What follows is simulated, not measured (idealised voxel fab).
Presented below is a process module, voxel capacitor over wiring.
Section shown: cut. Width: 190 nm. Cell size: 5 nm, square.
Think of the cross-section as a grid of square cells. We describe it in bands, top to bottom, and each band covers one or more rows of those cells. What a band's entry tells you: where the top is and where the bottom is, as heights in nm, and after that what lies inside, material by material from left to right, each with its width in nm. Empty space is written as the word "empty", and a single material marked with the word "everywhere" occupies the band from edge to edge. Convention: height 0 is the level below which the wafer, as received, is all one material. The lowest band does not terminate at the bottom but continues downward, represented as "0 and below". The expression "30->40" gives the width at the extremes of the band, the first number at its top row of cells and the second at its bottom row, with the width changing by equal amounts from each row to the next in between. When a step is marked "nothing got changed", none of the cells in the cross-section changed during that step. Listed in "Closed-off voids": every empty space of 8 or more cells without an open way to the top. Form: width x height at distance, the distance being from the left edge, all in nm. That trailing text on a step's line, after the settings, is the simulator's own remark on the step. "overlay nm", when on a step's line for a step with a mask, measures how far to the right of its planned place the mask lay; a negative measure means to the left.

Steps planned for the process
step 1: RECEIVE with material Si
step 2: CONFORMAL_DEP with material SiO2, thk nm 15
step 3: CONFORMAL_DEP with material SiCN, thk nm 5
step 4: DIRECTIONAL_DEP with material lowk, thk nm 25
step 5: PATTERN with tone open, mask id METAL_1, material resist, width nm 25, pitch nm 75, thk nm 20, overlay nm 0
step 6: DIRECTIONAL_ETCH with etch materials lowk, depth nm 25
step 7: DIRECTIONAL_ETCH with etch materials SiCN, depth nm 5
step 8: STRIP with etch materials resist
step 9: CONFORMAL_DEP with material TiN, thk nm 5
step 10: FILL_DEP with material Ru, thk nm 10
step 11: CMP with height nm 45
step 12: CONFORMAL_DEP with material SiCN, thk nm 5
step 13: DIRECTIONAL_DEP with material lowk, thk nm 15
step 14: PATTERN with tone open, mask id PLUG_1, material resist, width nm 15, thk nm 15, overlay nm 0
step 15: DIRECTIONAL_ETCH with etch materials lowk, depth nm 15
step 16: DIRECTIONAL_ETCH with etch materials SiCN, depth nm 5
step 17: STRIP with etch materials resist
step 18: EPI with material Ru, thk nm 10
step 19: EPI with material Ru, thk nm 10
step 20: DIRECTIONAL_DEP with material TiN, thk nm 10
step 21: DIRECTIONAL_DEP with material Al2O3, thk nm 5
step 22: DIRECTIONAL_DEP with material TiN, thk nm 10
step 23: PATTERN with tone cover, mask id UPPER_PLATE, material resist, width nm 55, thk nm 20, overlay nm 0
step 24: DIRECTIONAL_ETCH with etch materials TiN, depth nm 10
step 25: DIRECTIONAL_ETCH with etch materials Al2O3, depth nm 5
step 26: STRIP with etch materials resist
step 27: MASKED_ETCH with tone cover, mask id LOWER_PLATE, width nm 65, etch materials TiN, depth nm 10, overlay nm 0
step 28: FILL_DEP with material SiO2, thk nm 15
step 29: CMP with height nm 100
step 30: MASKED_ETCH with tone open, mask id PLUG_2, width nm 15, etch materials SiO2, depth nm 10, overlay nm 0
step 31: CONFORMAL_DEP with material TiN, thk nm 5
step 32: FILL_DEP with material W, thk nm 5
step 33: CMP with height nm 100
step 34: CONFORMAL_DEP with material SiN, thk nm 5

Concerning the first of two wafers, which was run in accordance with the plan

Cross-section, incoming material, after step 1
- 0 and below | Si everywhere
- Closed-off voids: none

Wafer section view after processing step 2
- 15 down to 0 | SiO2 everywhere
- Below a height of 0, the structure has not been altered.

Wafer section view after processing step 3
- 20 down to 15 | SiCN everywhere
- Below a height of 15, the structure has not been altered.

Wafer section view after processing step 4
- 45 down to 20 | lowk everywhere
- Below a height of 20, the structure has not been altered.

Wafer section view after processing step 5
- 65 down to 45 | 45 resist; 25 empty; 50 resist; 25 empty; 45 resist
- Below a height of 45, the structure has not been altered.

Wafer section view after processing step 6
- 65 down to 45 | 45 resist; 25 empty; 50 resist; 25 empty; 45 resist
- 45 down to 20 | 45 lowk; 25 empty; 50 lowk; 25 empty; 45 lowk
- Below a height of 20, the structure has not been altered.

Wafer section view after processing step 7
- 65 down to 45 | 45 resist; 25 empty; 50 resist; 25 empty; 45 resist
- 45 down to 20 | 45 lowk; 25 empty; 50 lowk; 25 empty; 45 lowk
- 20 down to 15 | 45 SiCN; 25 empty; 50 SiCN; 25 empty; 45 SiCN
- Below a height of 15, the structure has not been altered.

Wafer section view after processing step 8
- 45 down to 20 | 45 lowk; 25 empty; 50 lowk; 25 empty; 45 lowk
- Below a height of 20, the structure has not been altered.

Wafer section view after processing step 9
- 50 down to 45 | 50 TiN; 15 empty; 60 TiN; 15 empty; 50 TiN
- 45 down to 20 | 45 lowk; 5 TiN; 15 empty; 5 TiN; 50 lowk; 5 TiN; 15 empty; 5 TiN; 45 lowk
- 20 down to 15 | 45 SiCN; 25 TiN; 50 SiCN; 25 TiN; 45 SiCN
- Below a height of 15, the structure has not been altered.

Wafer section view after processing step 10
- 60 down to 50 | Ru everywhere
- 50 down to 45 | 50 TiN; 15 Ru; 60 TiN; 15 Ru; 50 TiN
- 45 down to 20 | 45 lowk; 5 TiN; 15 Ru; 5 TiN; 50 lowk; 5 TiN; 15 Ru; 5 TiN; 45 lowk
- Below a height of 20, the structure has not been altered.

Wafer section view after processing step 11
- 45 down to 20 | 45 lowk; 5 TiN; 15 Ru; 5 TiN; 50 lowk; 5 TiN; 15 Ru; 5 TiN; 45 lowk
- Below a height of 20, the structure has not been altered.

Wafer section view after processing step 12
- 50 down to 45 | SiCN everywhere
- Below a height of 45, the structure has not been altered.

Wafer section view after processing step 13
- 65 down to 50 | lowk everywhere
- Below a height of 50, the structure has not been altered.

Wafer section view after processing step 14
- 80 down to 65 | 55 resist; 15 empty; 120 resist
- Below a height of 65, the structure has not been altered.

Wafer section view after processing step 15
- 80 down to 65 | 55 resist; 15 empty; 120 resist
- 65 down to 50 | 55 lowk; 15 empty; 120 lowk
- Below a height of 50, the structure has not been altered.

Wafer section view after processing step 16
- 80 down to 65 | 55 resist; 15 empty; 120 resist
- 65 down to 50 | 55 lowk; 15 empty; 120 lowk
- 50 down to 45 | 55 SiCN; 15 empty; 120 SiCN
- Below a height of 45, the structure has not been altered.

Wafer section view after processing step 17
- 65 down to 50 | 55 lowk; 15 empty; 120 lowk
- Below a height of 50, the structure has not been altered.

Wafer section view after processing step 18
- 65 down to 55 | 55 lowk; 15 empty; 120 lowk
- 55 down to 50 | 55 lowk; 15 Ru; 120 lowk
- 50 down to 45 | 55 SiCN; 15 Ru; 120 SiCN
- Below a height of 45, the structure has not been altered.

Wafer section view after processing step 19
- 65 down to 50 | 55 lowk; 15 Ru; 120 lowk
- Below a height of 50, the structure has not been altered.

Wafer section view after processing step 20
- 75 down to 65 | TiN everywhere
- Below a height of 65, the structure has not been altered.

Wafer section view after processing step 21
- 80 down to 75 | Al2O3 everywhere
- Below a height of 75, the structure has not been altered.

Wafer section view after processing step 22
- 90 down to 80 | TiN everywhere
- Below a height of 80, the structure has not been altered.

Wafer section view after processing step 23
- 110 down to 90 | 55 empty; 55 resist; 80 empty
- Below a height of 90, the structure has not been altered.

Wafer section view after processing step 24
- 110 down to 90 | 55 empty; 55 resist; 80 empty
- 90 down to 80 | 55 empty; 55 TiN; 80 empty
- Below a height of 80, the structure has not been altered.

Wafer section view after processing step 25
- 110 down to 90 | 55 empty; 55 resist; 80 empty
- 90 down to 80 | 55 empty; 55 TiN; 80 empty
- 80 down to 75 | 55 empty; 55 Al2O3; 80 empty
- Below a height of 75, the structure has not been altered.

Wafer section view after processing step 26
- 90 down to 80 | 55 empty; 55 TiN; 80 empty
- Below a height of 80, the structure has not been altered.

Wafer section view after processing step 27
- 90 down to 80 | 55 empty; 55 TiN; 80 empty
- 80 down to 75 | 55 empty; 55 Al2O3; 80 empty
- 75 down to 65 | 50 empty; 65 TiN; 75 empty
- Below a height of 65, the structure has not been altered.

Wafer section view after processing step 28
- 105 down to 90 | SiO2 everywhere
- 90 down to 80 | 55 SiO2; 55 TiN; 80 SiO2
- 80 down to 75 | 55 SiO2; 55 Al2O3; 80 SiO2
- 75 down to 65 | 50 SiO2; 65 TiN; 75 SiO2
- Below a height of 65, the structure has not been altered.

Wafer section view after processing step 29
- 100 down to 90 | SiO2 everywhere
- Below a height of 90, the structure has not been altered.

Wafer section view after processing step 30
- 100 down to 90 | 65 SiO2; 15 empty; 110 SiO2
- Below a height of 90, the structure has not been altered.

Wafer section view after processing step 31
- 105 down to 100 | 70 TiN; 5 empty; 115 TiN
- 100 down to 95 | 65 SiO2; 5 TiN; 5 empty; 5 TiN; 110 SiO2
- 95 down to 90 | 65 SiO2; 15 TiN; 110 SiO2
- Below a height of 90, the structure has not been altered.

Wafer section view after processing step 32
- 110 down to 105 | W everywhere
- 105 down to 100 | 70 TiN; 5 W; 115 TiN
- 100 down to 95 | 65 SiO2; 5 TiN; 5 W; 5 TiN; 110 SiO2
- Below a height of 95, the structure has not been altered.

Wafer section view after processing step 33
- 100 down to 95 | 65 SiO2; 5 TiN; 5 W; 5 TiN; 110 SiO2
- Below a height of 95, the structure has not been altered.

Wafer section view after processing step 34
- 105 down to 100 | SiN everywhere
- Below a height of 100, the structure has not been altered.

The second wafer: identical to the first at the outset and in its planned sequence, differing only in that one mistake was made during processing; up to and including step 13, its path is the first wafer's path

X-section, second wafer, when step 14 was due to finish
- 80 down to 65 | 65 resist; 15 empty; 110 resist
- Below a height of 65, the structure has not been altered.

X-section, second wafer, when step 15 was due to finish
- 80 down to 65 | 65 resist; 15 empty; 110 resist
- 65 down to 50 | 65 lowk; 15 empty; 110 lowk
- Below a height of 50, the structure has not been altered.

X-section, second wafer, when step 16 was due to finish
- 80 down to 65 | 65 resist; 15 empty; 110 resist
- 65 down to 50 | 65 lowk; 15 empty; 110 lowk
- 50 down to 45 | 65 SiCN; 15 empty; 110 SiCN
- Below a height of 45, the structure has not been altered.

X-section, second wafer, when step 17 was due to finish
- 65 down to 50 | 65 lowk; 15 empty; 110 lowk
- Below a height of 50, the structure has not been altered.

X-section, second wafer, when step 18 was due to finish
- 65 down to 55 | 65 lowk; 15 empty; 110 lowk
- 55 down to 50 | 65 lowk; 15 Ru; 110 lowk
- 50 down to 45 | 65 SiCN; 15 Ru; 110 SiCN
- Below a height of 45, the structure has not been altered.

X-section, second wafer, when step 19 was due to finish
- 65 down to 50 | 65 lowk; 15 Ru; 110 lowk
- Below a height of 50, the structure has not been altered.

X-section, second wafer, when step 20 was due to finish
- 75 down to 65 | TiN everywhere
- Below a height of 65, the structure has not been altered.

X-section, second wafer, when step 21 was due to finish
- 80 down to 75 | Al2O3 everywhere
- Below a height of 75, the structure has not been altered.

X-section, second wafer, when step 22 was due to finish
- 90 down to 80 | TiN everywhere
- Below a height of 80, the structure has not been altered.

X-section, second wafer, when step 23 was due to finish
- 110 down to 90 | 55 empty; 55 resist; 80 empty
- Below a height of 90, the structure has not been altered.

X-section, second wafer, when step 24 was due to finish
- 110 down to 90 | 55 empty; 55 resist; 80 empty
- 90 down to 80 | 55 empty; 55 TiN; 80 empty
- Below a height of 80, the structure has not been altered.

X-section, second wafer, when step 25 was due to finish
- 110 down to 90 | 55 empty; 55 resist; 80 empty
- 90 down to 80 | 55 empty; 55 TiN; 80 empty
- 80 down to 75 | 55 empty; 55 Al2O3; 80 empty
- Below a height of 75, the structure has not been altered.

X-section, second wafer, when step 26 was due to finish
- 90 down to 80 | 55 empty; 55 TiN; 80 empty
- Below a height of 80, the structure has not been altered.

X-section, second wafer, when step 27 was due to finish
- 90 down to 80 | 55 empty; 55 TiN; 80 empty
- 80 down to 75 | 55 empty; 55 Al2O3; 80 empty
- 75 down to 65 | 50 empty; 65 TiN; 75 empty
- Below a height of 65, the structure has not been altered.

X-section, second wafer, when step 28 was due to finish
- 105 down to 90 | SiO2 everywhere
- 90 down to 80 | 55 SiO2; 55 TiN; 80 SiO2
- 80 down to 75 | 55 SiO2; 55 Al2O3; 80 SiO2
- 75 down to 65 | 50 SiO2; 65 TiN; 75 SiO2
- Below a height of 65, the structure has not been altered.

X-section, second wafer, when step 29 was due to finish
- 100 down to 90 | SiO2 everywhere
- Below a height of 90, the structure has not been altered.

X-section, second wafer, when step 30 was due to finish
- 100 down to 90 | 65 SiO2; 15 empty; 110 SiO2
- Below a height of 90, the structure has not been altered.

X-section, second wafer, when step 31 was due to finish
- 105 down to 100 | 70 TiN; 5 empty; 115 TiN
- 100 down to 95 | 65 SiO2; 5 TiN; 5 empty; 5 TiN; 110 SiO2
- 95 down to 90 | 65 SiO2; 15 TiN; 110 SiO2
- Below a height of 90, the structure has not been altered.

X-section, second wafer, when step 32 was due to finish
- 110 down to 105 | W everywhere
- 105 down to 100 | 70 TiN; 5 W; 115 TiN
- 100 down to 95 | 65 SiO2; 5 TiN; 5 W; 5 TiN; 110 SiO2
- Below a height of 95, the structure has not been altered.

X-section, second wafer, when step 33 was due to finish
- 100 down to 95 | 65 SiO2; 5 TiN; 5 W; 5 TiN; 110 SiO2
- Below a height of 95, the structure has not been altered.

X-section, second wafer, when step 34 was due to finish
- 105 down to 100 | SiN everywhere
- Below a height of 100, the structure has not been altered.
It is concluded that the wafer was processed incorrectly with respect to the plan, in that so step 14 ended up running with a different setting than we planned, it ran as PATTERN with tone open, mask id PLUG_1, material resist, width nm 15, thk nm 15, overlay nm 10
The two final wafers agree on how many cells each material fills and disagree on which cells those are.
